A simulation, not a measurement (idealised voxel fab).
Name of the process module below: voxel capacitor over wiring
Section shown: cut. Width: 245 nm. Cell size: 5 nm, square.
Cross-sections here: square-cell grids, written as top-down lists of bands, a band being one or more rows of cells. Look at the band entry: it leads with the top's height and the bottom's height in nm. Then it lists the materials left to right, with a width in nm for each. The word "full width" on a single material says that material fills the band edge to edge. The word "air" is empty space. Counting heights begins at 0, where everything beneath is, in the wafer as received, one material. The lowest band has no bottom; it goes on downwards, as "from 0 down" shows. Width "30 to 40": first value at the band's top row of cells, second value at its bottom row, equal change from row to row. Key: "nothing altered" - step with no changed cell in the cross-section. "Voids lacking openings" - sealed voids, min. 8 cells, no opening to top; format: width x height at distance (distance from left edge; nm throughout). Heads up: the bit after the settings on a step's line is the simulator's remark on that step. overlay nm: step with mask; distance mask lay right of planned place; negative value = left of planned place.

**These are the steps we planned for the process**
| 1 | RECEIVE: material Si |
| 2 | CONFORMAL_DEP: material SiO2, thk nm 15 |
| 3 | CONFORMAL_DEP: material SiN, thk nm 5 |
| 4 | DIRECTIONAL_DEP: material SiO2, thk nm 15 |
| 5 | MASKED_ETCH: tone open, mask id METAL_1, width nm 30, pitch nm 100, etch materials SiO2, depth nm 15, overlay nm 0 |
| 6 | MASKED_ETCH: tone open, mask id METAL_1, width nm 30, pitch nm 100, etch materials SiN, depth nm 5, overlay nm 0 |
| 7 | CONFORMAL_DEP: material TiN, thk nm 5 |
| 8 | FILL_DEP: material W, thk nm 10 |
| 9 | CMP: height nm 35 |
| 10 | EPI: material Ru, thk nm 5 |
| 11 | FILL_DEP: material SiCN, thk nm 5 |
| 12 | DIRECTIONAL_DEP: material SiO2, thk nm 20 |
| 13 | DIRECTIONAL_DEP: material aC, thk nm 15 |
| 14 | PATTERN: tone open, mask id PLUG_1, material resist, width nm 15, thk nm 35, overlay nm 0 |
| 15 | DIRECTIONAL_ETCH: etch materials aC, depth nm 15 |
| 16 | STRIP: etch materials resist |
| 17 | DIRECTIONAL_ETCH: etch materials SiO2, depth nm 20 |
| 18 | DIRECTIONAL_ETCH: etch materials SiCN, depth nm 5 |
| 19 | STRIP: etch materials aC |
| 20 | CONFORMAL_DEP: material TiN, thk nm 5 |
| 21 | FILL_DEP: material Ru, thk nm 5 |
| 22 | CMP: height nm 65 |
| 23 | DIRECTIONAL_DEP: material TiN, thk nm 5 |
| 24 | DIRECTIONAL_DEP: material SiN, thk nm 5 |
| 25 | DIRECTIONAL_DEP: material TiN, thk nm 5 |
| 26 | DIRECTIONAL_DEP: material aC, thk nm 15 |
| 27 | PATTERN: tone cover, mask id UPPER_PLATE, material resist, width nm 75, thk nm 30, overlay nm 0 |
| 28 | DIRECTIONAL_ETCH: etch materials aC, depth nm 15 |
| 29 | STRIP: etch materials resist |
| 30 | DIRECTIONAL_ETCH: etch materials TiN, depth nm 5 |
| 31 | DIRECTIONAL_ETCH: etch materials SiN, depth nm 5 |
| 32 | STRIP: etch materials aC |
| 33 | DIRECTIONAL_DEP: material aC, thk nm 15 |
| 34 | PATTERN: tone cover, mask id LOWER_PLATE, material resist, width nm 85, thk nm 30, overlay nm 0 |
| 35 | DIRECTIONAL_ETCH: etch materials aC, depth nm 15 |
| 36 | STRIP: etch materials resist |
| 37 | DIRECTIONAL_ETCH: etch materials TiN, depth nm 5 |
| 38 | STRIP: etch materials aC |
| 39 | FILL_DEP: material SiO2, thk nm 20 |
| 40 | CMP: height nm 95 |
| 41 | PATTERN: tone open, mask id PLUG_2, material resist, width nm 15, thk nm 20, overlay nm 0 |
| 42 | DIRECTIONAL_ETCH: etch materials SiO2, depth nm 15 |
| 43 | STRIP: etch materials resist |
| 44 | CONFORMAL_DEP: material TiN, thk nm 5 |
| 45 | FILL_DEP: material Ru, thk nm 10 |
| 46 | CMP: height nm 95 |
| 47 | CONFORMAL_DEP: material SiN, thk nm 5 |

**Wafer as received: cross-section following step 1**
> from 0 down | Si full width
> Voids lacking openings: none

**first wafer at the end, as planned**
> from 100 to 95 | SiN full width
> from 95 to 85 | SiO2 (80) | TiN (5) | Ru (5) | TiN (5) | SiO2 (150)
> from 85 to 75 | SiO2 (80 to 70) | TiN (15 to 75) | SiO2 (150 to 100)
> from 75 to 70 | SiO2 (70) | SiN (75) | SiO2 (100)
> from 70 to 65 | SiO2 (65) | TiN (85) | SiO2 (95)
> from 65 to 45 | SiO2 (70) | TiN (5) | Ru (5) | TiN (5) | SiO2 (160)
> from 45 to 40 | SiCN (70) | TiN (15) | SiCN (160)
> from 40 to 35 | SiCN (50) | Ru (40) | SiCN (60) | Ru (40) | SiCN (55)
> from 35 to 20 | SiO2 (55) | TiN (5) | W (20) | TiN (5) | SiO2 (70) | TiN (5) | W (20) | TiN (5) | SiO2 (60)
> from 20 to 15 | SiN (55) | TiN (30) | SiN (70) | TiN (30) | SiN (60)
> from 15 to 0 | SiO2 full width
> from 0 down | Si full width
> Voids lacking openings: none

**Wafer two (of two), end-of-module cross-section: start = wafer one, plan = wafer one, one run mistake**
> from 100 to 95 | SiN full width
> from 95 to 85 | SiO2 (80) | TiN (5) | Ru (5) | TiN (5) | SiO2 (150)
> from 85 to 80 | SiO2 (80) | TiN (15) | SiO2 (150)
> from 80 to 75 | SiO2 full width
> from 75 to 70 | SiO2 (70) | SiN (75) | SiO2 (100)
> from 70 to 65 | SiO2 (65) | TiN (85) | SiO2 (95)
> from 65 to 45 | SiO2 (70) | TiN (5) | Ru (5) | TiN (5) | SiO2 (160)
> from 45 to 40 | SiCN (70) | TiN (15) | SiCN (160)
> from 40 to 35 | SiCN (50) | Ru (40) | SiCN (60) | Ru (40) | SiCN (55)
> from 35 to 20 | SiO2 (55) | TiN (5) | W (20) | TiN (5) | SiO2 (70) | TiN (5) | W (20) | TiN (5) | SiO2 (60)
> from 20 to 15 | SiN (55) | TiN (30) | SiN (70) | TiN (30) | SiN (60)
> from 15 to 0 | SiO2 full width
> from 0 down | Si full width
> Voids lacking openings: none
Finding, execution versus plan: plan step 25 never ran because it was skipped
Final tally in cells, some materials are higher or lower on the second wafer than on the first: SiO2: 15 more | TiN: 15 fewer
